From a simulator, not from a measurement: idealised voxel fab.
The document below concerns the process module designated voxel capacitor over wiring.
Square cell edge 5 nm, section width 240 nm, ID cut.
Throughout this document, each cross-section is represented as a grid of square cells and is presented as a sequence of bands enumerated from the top downward, where a band comprises one or more rows of cells. Each band's line starts with the height of the band's top and of its bottom, in nm. Then come its materials from left to right, each with its width in nm. One material with "full width" fills the band from edge to edge. "air" is empty space. A quick word on heights: they are counted from 0, and under that level the wafer as it came to us is one material throughout. The lowest band is different from the rest in having no bottom; it simply continues downward, written as in "0..down". A width such as "30->40" changes by the same amount from each row of cells to the next, from the band's top row to its bottom row. "nothing altered" means the step left every cell of the cross-section as it was. The label "Unvented voids" introduces a list of the empty spaces, 8 cells or larger, that have no open way up to the top; each entry in it reads width x height at distance, where the distance is taken from the left edge and all three are stated in nm. The remark found on a step's line after its settings is issued by the simulator itself and pertains to that step. A step's line can hold "overlay nm"; with a mask on that step, the setting says how far right of the planned place the mask lay, while a negative setting says it lay to the left.

The steps planned for the process are as follows
1) RECEIVE (material Si)
2) CONFORMAL_DEP (material SiO2; thk nm 10)
3) CONFORMAL_DEP (material SiN; thk nm 5)
4) DIRECTIONAL_DEP (material SiO2; thk nm 15)
5) PATTERN (tone open; mask id METAL_1; material resist; width nm 30; pitch nm 80; thk nm 15; overlay nm 0)
6) DIRECTIONAL_ETCH (etch materials SiO2; depth nm 15)
7) DIRECTIONAL_ETCH (etch materials SiN; depth nm 5)
8) STRIP (etch materials resist)
9) CONFORMAL_DEP (material TiN; thk nm 5)
10) FILL_DEP (material Cu; thk nm 5)
11) CMP (height nm 30)
12) EPI (material Ru; thk nm 5)
13) FILL_DEP (material SiCN; thk nm 5)
14) DIRECTIONAL_DEP (material SiO2; thk nm 15)
15) DIRECTIONAL_DEP (material aC; thk nm 15)
16) PATTERN (tone open; mask id PLUG_1; material resist; width nm 15; thk nm 30; overlay nm 0)
17) DIRECTIONAL_ETCH (etch materials aC; depth nm 15)
18) STRIP (etch materials resist)
19) DIRECTIONAL_ETCH (etch materials SiO2; depth nm 15)
20) DIRECTIONAL_ETCH (etch materials SiCN; depth nm 5)
21) STRIP (etch materials aC)
22) CONFORMAL_DEP (material TiN; thk nm 5)
23) FILL_DEP (material W; thk nm 10)
24) CMP (height nm 55)
25) DIRECTIONAL_DEP (material TiN; thk nm 10)
26) DIRECTIONAL_DEP (material Al2O3; thk nm 5)
27) DIRECTIONAL_DEP (material TiN; thk nm 5)
28) MASKED_ETCH (tone cover; mask id UPPER_PLATE; width nm 55; etch materials TiN; depth nm 5; overlay nm 0)
29) MASKED_ETCH (tone cover; mask id UPPER_PLATE; width nm 55; etch materials Al2O3; depth nm 5; overlay nm 0)
30) MASKED_ETCH (tone cover; mask id LOWER_PLATE; width nm 65; etch materials TiN; depth nm 10; overlay nm 0)
31) FILL_DEP (material SiO2; thk nm 20)
32) CMP (height nm 90)
33) DIRECTIONAL_DEP (material aC; thk nm 15)
34) PATTERN (tone open; mask id PLUG_2; material resist; width nm 15; thk nm 35; overlay nm 0)
35) DIRECTIONAL_ETCH (etch materials aC; depth nm 15)
36) STRIP (etch materials resist)
37) DIRECTIONAL_ETCH (etch materials SiO2; depth nm 15)
38) STRIP (etch materials aC)
39) CONFORMAL_DEP (material TiN; thk nm 5)
40) FILL_DEP (material Ru; thk nm 5)
41) CMP (height nm 90)
42) CONFORMAL_DEP (material SiN; thk nm 5)

First wafer out of two, processed as planned

Here's what the wafer looked like in cross-section when it arrived - that's after step 1
* 0..down = Si full width
* Unvented voids: none

after step 2
* 10..0 = SiO2 full width
* Beneath the level 0, the cross-section is identical to its previous state.

after step 3
* 15..10 = SiN full width
* Beneath the level 10, the cross-section is identical to its previous state.

after step 4
* 30..15 = SiO2 full width
* Beneath the level 15, the cross-section is identical to its previous state.

after step 5
* 45..30 = 65 of resist / 30 of air / 50 of resist / 30 of air / 65 of resist
* Beneath the level 30, the cross-section is identical to its previous state.

after step 6
* 45..30 = 65 of resist / 30 of air / 50 of resist / 30 of air / 65 of resist
* 30..15 = 65 of SiO2 / 30 of air / 50 of SiO2 / 30 of air / 65 of SiO2
* Beneath the level 15, the cross-section is identical to its previous state.

after step 7
* 45..30 = 65 of resist / 30 of air / 50 of resist / 30 of air / 65 of resist
* 30..15 = 65 of SiO2 / 30 of air / 50 of SiO2 / 30 of air / 65 of SiO2
* 15..10 = 65 of SiN / 30 of air / 50 of SiN / 30 of air / 65 of SiN
* Beneath the level 10, the cross-section is identical to its previous state.

after step 8
* 30..15 = 65 of SiO2 / 30 of air / 50 of SiO2 / 30 of air / 65 of SiO2
* Beneath the level 15, the cross-section is identical to its previous state.

after step 9
* 35..30 = 70 of TiN / 20 of air / 60 of TiN / 20 of air / 70 of TiN
* 30..15 = 65 of SiO2 / 5 of TiN / 20 of air / 5 of TiN / 50 of SiO2 / 5 of TiN / 20 of air / 5 of TiN / 65 of SiO2
* 15..10 = 65 of SiN / 30 of TiN / 50 of SiN / 30 of TiN / 65 of SiN
* Beneath the level 10, the cross-section is identical to its previous state.

after step 10
* 40..35 = Cu full width
* 35..30 = 70 of TiN / 20 of Cu / 60 of TiN / 20 of Cu / 70 of TiN
* 30..15 = 65 of SiO2 / 5 of TiN / 20 of Cu / 5 of TiN / 50 of SiO2 / 5 of TiN / 20 of Cu / 5 of TiN / 65 of SiO2
* Beneath the level 15, the cross-section is identical to its previous state.

after step 11
* 30..15 = 65 of SiO2 / 5 of TiN / 20 of Cu / 5 of TiN / 50 of SiO2 / 5 of TiN / 20 of Cu / 5 of TiN / 65 of SiO2
* Beneath the level 15, the cross-section is identical to its previous state.

after step 12
* 35..30 = 60 of air / 40 of Ru / 40 of air / 40 of Ru / 60 of air
* Beneath the level 30, the cross-section is identical to its previous state.

after step 13
* 40..35 = SiCN full width
* 35..30 = 60 of SiCN / 40 of Ru / 40 of SiCN / 40 of Ru / 60 of SiCN
* Beneath the level 30, the cross-section is identical to its previous state.

after step 14
* 55..40 = SiO2 full width
* Beneath the level 40, the cross-section is identical to its previous state.

after step 15
* 70..55 = aC full width
* Beneath the level 55, the cross-section is identical to its previous state.

after step 16
* 100..70 = 80 of resist / 15 of air / 145 of resist
* Beneath the level 70, the cross-section is identical to its previous state.

after step 17
* 85..70 = 80 of resist / 15 of air / 145 of resist
* 70..55 = 80 of aC / 15 of air / 145 of aC
* Beneath the level 55, the cross-section is identical to its previous state.

after step 18
* 70..55 = 80 of aC / 15 of air / 145 of aC
* Beneath the level 55, the cross-section is identical to its previous state.

after step 19
* 70..55 = 80 of aC / 15 of air / 145 of aC
* 55..40 = 80 of SiO2 / 15 of air / 145 of SiO2
* Beneath the level 40, the cross-section is identical to its previous state.

after step 20
* 70..55 = 80 of aC / 15 of air / 145 of aC
* 55..40 = 80 of SiO2 / 15 of air / 145 of SiO2
* 40..35 = 80 of SiCN / 15 of air / 145 of SiCN
* Beneath the level 35, the cross-section is identical to its previous state.

after step 21
* 55..40 = 80 of SiO2 / 15 of air / 145 of SiO2
* Beneath the level 40, the cross-section is identical to its previous state.

after step 22
* 60..55 = 85 of TiN / 5 of air / 150 of TiN
* 55..40 = 80 of SiO2 / 5 of TiN / 5 of air / 5 of TiN / 145 of SiO2
* 40..35 = 80 of SiCN / 15 of TiN / 145 of SiCN
* Beneath the level 35, the cross-section is identical to its previous state.

after step 23
* 70..60 = W full width
* 60..55 = 85 of TiN / 5 of W / 150 of TiN
* 55..40 = 80 of SiO2 / 5 of TiN / 5 of W / 5 of TiN / 145 of SiO2
* Beneath the level 40, the cross-section is identical to its previous state.

after step 24
* 55..40 = 80 of SiO2 / 5 of TiN / 5 of W / 5 of TiN / 145 of SiO2
* Beneath the level 40, the cross-section is identical to its previous state.

after step 25
* 65..55 = TiN full width
* Beneath the level 55, the cross-section is identical to its previous state.

after step 26
* 70..65 = Al2O3 full width
* Beneath the level 65, the cross-section is identical to its previous state.

after step 27
* 75..70 = TiN full width
* Beneath the level 70, the cross-section is identical to its previous state.

after step 28
* 75..70 = 80 of air / 55 of TiN / 105 of air
* Beneath the level 70, the cross-section is identical to its previous state.

after step 29
* 75..70 = 80 of air / 55 of TiN / 105 of air
* 70..65 = 80 of air / 55 of Al2O3 / 105 of air
* Beneath the level 65, the cross-section is identical to its previous state.

after step 30
* 75..70 = 80 of air / 55 of TiN / 105 of air
* 70..65 = 80 of air / 55 of Al2O3 / 105 of air
* 65..55 = 75 of air / 65 of TiN / 100 of air
* Beneath the level 55, the cross-section is identical to its previous state.

after step 31
* 95..75 = SiO2 full width
* 75..70 = 80 of SiO2 / 55 of TiN / 105 of SiO2
* 70..65 = 80 of SiO2 / 55 of Al2O3 / 105 of SiO2
* 65..55 = 75 of SiO2 / 65 of TiN / 100 of SiO2
* Beneath the level 55, the cross-section is identical to its previous state.

after step 32
* 90..75 = SiO2 full width
* Beneath the level 75, the cross-section is identical to its previous state.

after step 33
* 105..90 = aC full width
* Beneath the level 90, the cross-section is identical to its previous state.

after step 34
* 140..105 = 90 of resist / 15 of air / 135 of resist
* Beneath the level 105, the cross-section is identical to its previous state.

after step 35
* 125..105 = 90 of resist / 15 of air / 135 of resist
* 105..90 = 90 of aC / 15 of air / 135 of aC
* Beneath the level 90, the cross-section is identical to its previous state.

after step 36
* 105..90 = 90 of aC / 15 of air / 135 of aC
* Beneath the level 90, the cross-section is identical to its previous state.

after step 37
* 105..90 = 90 of aC / 15 of air / 135 of aC
* 90..75 = 90 of SiO2 / 15 of air / 135 of SiO2
* Beneath the level 75, the cross-section is identical to its previous state.

after step 38
* 90..75 = 90 of SiO2 / 15 of air / 135 of SiO2
* Beneath the level 75, the cross-section is identical to its previous state.

after step 39
* 95..90 = 95 of TiN / 5 of air / 140 of TiN
* 90..80 = 90 of SiO2 / 5 of TiN / 5 of air / 5 of TiN / 135 of SiO2
* 80..70 = 90->80 of SiO2 / 15->55 of TiN / 135->105 of SiO2
* Beneath the level 70, the cross-section is identical to its previous state.

after step 40
* 100..95 = Ru full width
* 95..90 = 95 of TiN / 5 of Ru / 140 of TiN
* 90..80 = 90 of SiO2 / 5 of TiN / 5 of Ru / 5 of TiN / 135 of SiO2
* Beneath the level 80, the cross-section is identical to its previous state.

after step 41
* 90..80 = 90 of SiO2 / 5 of TiN / 5 of Ru / 5 of TiN / 135 of SiO2
* Beneath the level 80, the cross-section is identical to its previous state.

after step 42
* 95..90 = SiN full width
* Beneath the level 90, the cross-section is identical to its previous state.

The second wafer began exactly as the first did and followed the same plan, but one mistake was made while running it; through step 23 inclusive, the two wafers are identical

Cross-section of the second wafer at the time step 24 of the plan should have ended
* 55..40 = 80 of SiO2 / 5 of TiN / 5 of W / 5 of TiN / 145 of SiO2
* Beneath the level 40, the cross-section is identical to its previous state.

Cross-section of the second wafer at the time step 25 of the plan should have ended
* 65..55 = TiN full width
* Beneath the level 55, the cross-section is identical to its previous state.

Cross-section of the second wafer at the time step 26 of the plan should have ended
* 70..65 = Al2O3 full width
* Beneath the level 65, the cross-section is identical to its previous state.

Cross-section of the second wafer at the time step 27 of the plan should have ended
* 75..70 = TiN full width
* Beneath the level 70, the cross-section is identical to its previous state.

Cross-section of the second wafer at the time step 28 of the plan should have ended
* 75..70 = 80 of air / 55 of TiN / 105 of air
* Beneath the level 70, the cross-section is identical to its previous state.

Cross-section of the second wafer at the time step 29 of the plan should have ended
* 75..70 = 80 of air / 55 of TiN / 105 of air
* 70..65 = 80 of air / 55 of Al2O3 / 105 of air
* Beneath the level 65, the cross-section is identical to its previous state.

Cross-section of the second wafer at the time step 30 of the plan should have ended
* 75..70 = 80 of air / 55 of TiN / 105 of air
* 70..65 = 80 of air / 55 of Al2O3 / 105 of air
* 65..55 = 75 of air / 65 of TiN / 100 of air
* Beneath the level 55, the cross-section is identical to its previous state.

Cross-section of the second wafer at the time step 31 of the plan should have ended
* 95..75 = SiO2 full width
* 75..70 = 80 of SiO2 / 55 of TiN / 105 of SiO2
* 70..65 = 80 of SiO2 / 55 of Al2O3 / 105 of SiO2
* 65..55 = 75 of SiO2 / 65 of TiN / 100 of SiO2
* Beneath the level 55, the cross-section is identical to its previous state.

Cross-section of the second wafer at the time step 32 of the plan should have ended
* 90..75 = SiO2 full width
* Beneath the level 75, the cross-section is identical to its previous state.

Cross-section of the second wafer at the time step 33 of the plan should have ended
* 105..90 = aC full width
* Beneath the level 90, the cross-section is identical to its previous state.

Cross-section of the second wafer at the time step 34 of the plan should have ended
* 140..105 = 90 of resist / 15 of air / 135 of resist
* Beneath the level 105, the cross-section is identical to its previous state.

Cross-section of the second wafer at the time step 35 of the plan should have ended
* 125..105 = 90 of resist / 15 of air / 135 of resist
* 105..90 = 90 of aC / 15 of air / 135 of aC
* Beneath the level 90, the cross-section is identical to its previous state.

Cross-section of the second wafer at the time step 36 of the plan should have ended
* 105..90 = 90 of aC / 15 of air / 135 of aC
* Beneath the level 90, the cross-section is identical to its previous state.

Cross-section of the second wafer at the time step 37 of the plan should have ended
* 105..90 = 90 of aC / 15 of air / 135 of aC
* 90..75 = 90 of SiO2 / 15 of air / 135 of SiO2
* Beneath the level 75, the cross-section is identical to its previous state.

Cross-section of the second wafer at the time step 38 of the plan should have ended
* 90..75 = 90 of SiO2 / 15 of air / 135 of SiO2
* Beneath the level 75, the cross-section is identical to its previous state.

Cross-section of the second wafer at the time step 39 of the plan should have ended
* 95..90 = 95 of TiN / 5 of air / 140 of TiN
* 90..80 = 90 of SiO2 / 5 of TiN / 5 of air / 5 of TiN / 135 of SiO2
* 80..70 = 90->80 of SiO2 / 15->55 of TiN / 135->105 of SiO2
* Beneath the level 70, the cross-section is identical to its previous state.

Cross-section of the second wafer at the time step 40 of the plan should have ended
* 100..95 = Ru full width
* 95..90 = 95 of TiN / 5 of Ru / 140 of TiN
* 90..80 = 90 of SiO2 / 5 of TiN / 5 of Ru / 5 of TiN / 135 of SiO2
* Beneath the level 80, the cross-section is identical to its previous state.

Cross-section of the second wafer at the time step 41 of the plan should have ended
* 90..80 = 90 of SiO2 / 5 of TiN / 5 of Ru / 5 of TiN / 135 of SiO2
* Beneath the level 80, the cross-section is identical to its previous state.

Cross-section of the second wafer at the time step 42 of the plan should have ended
* 95..90 = SiN full width
* Beneath the level 90, the cross-section is identical to its previous state.
Want to know what went wrong? it should be noted that step 24 of the plan was executed twice
Final cross-sections of the two wafers are identical, so the mistake has no effect on what this model computes.
